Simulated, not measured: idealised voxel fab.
process module | voxel released beams
cross-section cut | 200 nm wide | cells 5 nm
A cross-section is a grid of square cells, given in bands from the top down. A band is one or more rows of cells.
Each band's line starts with the height of the band's top and of its bottom, in nm. Then come its materials from left to right, each with its width in nm. One material with "throughout" fills the band from edge to edge. "air" is empty space.
Height 0 is the level under which the wafer as received is all one material. The lowest band goes on downwards, as in "0 down".
A width such as "30 to 40" changes by the same amount from each row of cells to the next, from the band's top row to its bottom row.
"no change" after a step means that no cell of the cross-section changed.
closed voids: empty space of 8 cells or more with no open way to the top, each as width x height at its distance from the left edge, in nm
after a step's settings: what the simulator itself notes on the step
overlay nm, on a step with a mask: how far to the right of its planned place the mask lay; to the left if negative
plan
1 op RECEIVE | material Si
2 op CONFORMAL_DEP | material SiN | thk nm 5
3 op DIRECTIONAL_DEP | material SiO2 | thk nm 15
4 op DIRECTIONAL_DEP | material aC | thk nm 15
5 op PATTERN | tone open | mask id ANCHOR | material resist | width nm 45 | thk nm 30 | overlay nm 0
6 op DIRECTIONAL_ETCH | etch materials aC | depth nm 15
7 op STRIP | etch materials resist
8 op DIRECTIONAL_ETCH | etch materials SiO2 | depth nm 15
9 op STRIP | etch materials aC
10 op CONFORMAL_DEP | material W | thk nm 15
11 op PATTERN | tone cover | mask id BEAM | material resist | width nm 90 | thk nm 20 | overlay nm 0
12 op DIRECTIONAL_ETCH | etch materials W | depth nm 15
13 op STRIP | etch materials resist
14 op STRIP | etch materials SiO2
first wafer, as planned
as received, after step 1
  0 down: Si throughout
  closed voids: none
after step 2
  5 to 0: SiN throughout
  below 0: unchanged
after step 3
  20 to 5: SiO2 throughout
  below 5: unchanged
after step 4
  35 to 20: aC throughout
  below 20: unchanged
after step 5
  65 to 35: resist 55 | air 45 | resist 100
  below 35: unchanged
after step 6
  50 to 35: resist 55 | air 45 | resist 100
  35 to 20: aC 55 | air 45 | aC 100
  below 20: unchanged
after step 7
  35 to 20: aC 55 | air 45 | aC 100
  below 20: unchanged
after step 8
  35 to 20: aC 55 | air 45 | aC 100
  20 to 5: SiO2 55 | air 45 | SiO2 100
  below 5: unchanged
after step 9
  20 to 5: SiO2 55 | air 45 | SiO2 100
  below 5: unchanged
after step 10
  35 to 20: W 70 | air 15 | W 115
  20 to 5: SiO2 55 | W 45 | SiO2 100
  below 5: unchanged
after step 11
  55 to 35: air 50 | resist 90 | air 60
  35 to 20: W 70 | resist 15 | W 115
  below 20: unchanged
after step 12
  55 to 35: air 50 | resist 90 | air 60
  35 to 20: air 50 | W 20 | resist 15 | W 55 | air 60
  below 20: unchanged
after step 13
  35 to 20: air 50 | W 20 | air 15 | W 55 | air 60
  below 20: unchanged
after step 14
  35 to 20: air 50 | W 20 | air 15 | W 55 | air 60
  20 to 5: air 55 | W 45 | air 100
  below 5: unchanged
second wafer: like start, like plan, one mistake. Through step 11 it matches the first wafer
when step 12 should have ended
  55 to 35: air 50 | resist 90 | air 60
  35 to 30: air 50 | W 20 | resist 15 | W 55 | air 60
  below 30: unchanged
when step 13 should have ended
  35 to 30: air 50 | W 20 | air 15 | W 55 | air 60
  30 to 20: W 70 | air 15 | W 115
  below 20: unchanged
when step 14 should have ended: no change
what went wrong: step 12 ran as: op DIRECTIONAL_ETCH | etch materials W | depth nm 5
at the end the second wafer has, in cells: 93 more of SiO2 | 44 more of W
